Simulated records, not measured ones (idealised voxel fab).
This is a process module. Its name is voxel wiring stack.
Section cut is 145 nm wide and gridded with 5 nm square cells.
Reading order for cross-sections: top band down to bottom band. Underlying form: a grid of square cells. Band size: one or more rows of cells.
The entry gives the band's vertical extent as a top height and a bottom height in nm, then its horizontal make-up as materials from left to right, each with a width in nm. "empty" stands for empty space; a single material marked "all across" fills the band edge to edge.
The level at which height equals 0 is the one under which the wafer, as it arrives, is entirely one material. No lower edge exists for the bottom band, which continues downward and is notated as in "0 -> down".
With a width like "30->40", each row of cells in the band differs from the next by the same amount, the top row carrying the first number and the bottom row the second.
For the purposes of this document, the phrase "no change" attached to a step denotes that no cell within the cross-section was modified by that step.
You'll see "Closed void list" listing empty spaces that have no way open to the top, as long as they're 8 cells or more; the notation is width x height at distance, where the distance is from the left edge, and all of it is in nm.
If you see something after the settings on a step's line, that's the simulator's own remark about that step.
What "overlay nm" on a step's line means: if the step has a mask, that mask lay this far to the right of its planned place, or, when the value is negative, to the left.

Here's what the planned process steps look like:
1) RECEIVE with material Si
2) CONFORMAL_DEP with material SiO2, thk nm 10
3) DIRECTIONAL_DEP with material TiN, thk nm 5
4) DIRECTIONAL_DEP with material W, thk nm 15
5) DIRECTIONAL_DEP with material aC, thk nm 15
6) PATTERN with tone cover, mask id METAL_1, material resist, width nm 25, pitch nm 55, thk nm 30, overlay nm 0
7) DIRECTIONAL_ETCH with etch materials aC, depth nm 15
8) STRIP with etch materials resist
9) DIRECTIONAL_ETCH with etch materials W, depth nm 15
10) DIRECTIONAL_ETCH with etch materials TiN, depth nm 5
11) STRIP with etch materials aC
12) CONFORMAL_DEP with material SiCN, thk nm 5
13) FILL_DEP with material SiO2, thk nm 5
14) CMP with height nm 30
15) CONFORMAL_DEP with material SiCN, thk nm 5
16) DIRECTIONAL_DEP with material SiO2, thk nm 35
17) MASKED_ETCH with tone open, mask id METAL_2_HOLES, width nm 15, etch materials SiO2, depth nm 35, overlay nm 0
18) PATTERN with tone open, mask id METAL_2, material resist, width nm 25, pitch nm 55, thk nm 20, overlay nm 0
19) DIRECTIONAL_ETCH with etch materials SiO2, depth nm 20
20) DIRECTIONAL_ETCH with etch materials SiCN, depth nm 5
21) STRIP with etch materials resist
22) CONFORMAL_DEP with material TiN, thk nm 5
23) FILL_DEP with material Ru, thk nm 10
24) CMP with height nm 70
25) CONFORMAL_DEP with material SiCN, thk nm 5
26) DIRECTIONAL_DEP with material SiO2, thk nm 20
27) DIRECTIONAL_DEP with material aC, thk nm 10
28) PATTERN with tone open, mask id PLUG_2, material resist, width nm 15, thk nm 25, overlay nm 0
29) DIRECTIONAL_ETCH with etch materials aC, depth nm 10
30) STRIP with etch materials resist
31) DIRECTIONAL_ETCH with etch materials SiO2, depth nm 20
32) DIRECTIONAL_ETCH with etch materials SiCN, depth nm 5
33) STRIP with etch materials aC
34) EPI with material Ru, thk nm 10
35) EPI with material Ru, thk nm 10
36) EPI with material Ru, thk nm 5
37) DIRECTIONAL_DEP with material TiN, thk nm 5
38) DIRECTIONAL_DEP with material Ru, thk nm 15
39) PATTERN with tone cover, mask id METAL_3, material resist, width nm 25, pitch nm 55, thk nm 15, overlay nm 0
40) DIRECTIONAL_ETCH with etch materials Ru, depth nm 15
41) DIRECTIONAL_ETCH with etch materials TiN, depth nm 5
42) STRIP with etch materials resist
43) FILL_DEP with material SiO2, thk nm 10
44) CMP with height nm 115
45) CONFORMAL_DEP with material SiN, thk nm 5
Don't read the plan's thk nm for step 25 as applying to every wafer: that's the first wafer's value, and the wafers differ in it, though they all start identical.

As-received cross-section, first of several wafers, post step 1:
- 0 -> down = Si all across
- Closed void list: none

First wafer at the end, after step 45:
- 120 -> 115 = SiN all across
- 115 -> 100 = SiO2 (30), Ru (25), SiO2 (30), Ru (25), SiO2 (35)
- 100 -> 95 = SiO2 (30), TiN (25), SiO2 (30), TiN (25), SiO2 (35)
- 95 -> 75 = SiO2 (30), Ru (15), SiO2 (100)
- 75 -> 70 = SiCN (30), Ru (15), SiCN (100)
- 70 -> 55 = SiO2 (30), TiN (5), Ru (15), TiN (5), SiO2 (30), TiN (5), Ru (15), TiN (5), SiO2 (35)
- 55 -> 50 = SiO2 (30), TiN (5), Ru (5), TiN (15), SiO2 (30), TiN (25), SiO2 (35)
- 50 -> 35 = SiO2 (30), TiN (5), Ru (5), TiN (5), SiO2 (100)
- 35 -> 30 = SiCN (30), TiN (15), SiCN (100)
- 30 -> 15 = SiO2 (25), SiCN (5), W (25), SiCN (5), SiO2 (20), SiCN (5), W (25), SiCN (5), SiO2 (30)
- 15 -> 10 = SiCN (30), TiN (25), SiCN (30), TiN (25), SiCN (35)
- 10 -> 0 = SiO2 all across
- 0 -> down = Si all across
- Closed void list: none

Last wafer of the set, cross-sectioned at end of module:
- 120 -> 115 = SiN all across
- 115 -> 110 = SiO2 (45), TiN (10), SiO2 (30), TiN (25), SiO2 (35)
- 110 -> 105 = SiO2 all across
- 105 -> 90 = SiO2 (30), Ru (15), SiO2 (100)
- 90 -> 85 = SiCN (30), TiN (15), SiCN (100)
- 85 -> 70 = SiCN all across
- 70 -> 55 = SiO2 (30), TiN (5), Ru (15), TiN (5), SiO2 (30), TiN (5), Ru (15), TiN (5), SiO2 (35)
- 55 -> 50 = SiO2 (30), TiN (5), Ru (5), TiN (15), SiO2 (30), TiN (25), SiO2 (35)
- 50 -> 35 = SiO2 (30), TiN (5), Ru (5), TiN (5), SiO2 (100)
- 35 -> 30 = SiCN (30), TiN (15), SiCN (100)
- 30 -> 15 = SiO2 (25), SiCN (5), W (25), SiCN (5), SiO2 (20), SiCN (5), W (25), SiCN (5), SiO2 (30)
- 15 -> 10 = SiCN (30), TiN (25), SiCN (30), TiN (25), SiCN (35)
- 10 -> 0 = SiO2 all across
- 0 -> down = Si all across
- Closed void list: none

Heads up, this table goes wafer by wafer. A row tells you, at the end of the module, how many cells of each material that wafer has put on (+) or dropped (-) since it was received, and then its closed voids:
thk nm 5, +67 Ru, +83 SiCN, +29 SiN, +437 SiO2, +50 TiN, +30 W, Closed void list: none
thk nm 10, +45 Ru, +112 SiCN, +29 SiN, +430 SiO2, +50 TiN, +30 W, Closed void list: none
thk nm 15, +38 Ru, +141 SiCN, +29 SiN, +408 SiO2, +50 TiN, +30 W, Closed void list: none
thk nm 20, +31 Ru, +170 SiCN, +29 SiN, +386 SiO2, +50 TiN, +30 W, Closed void list: none
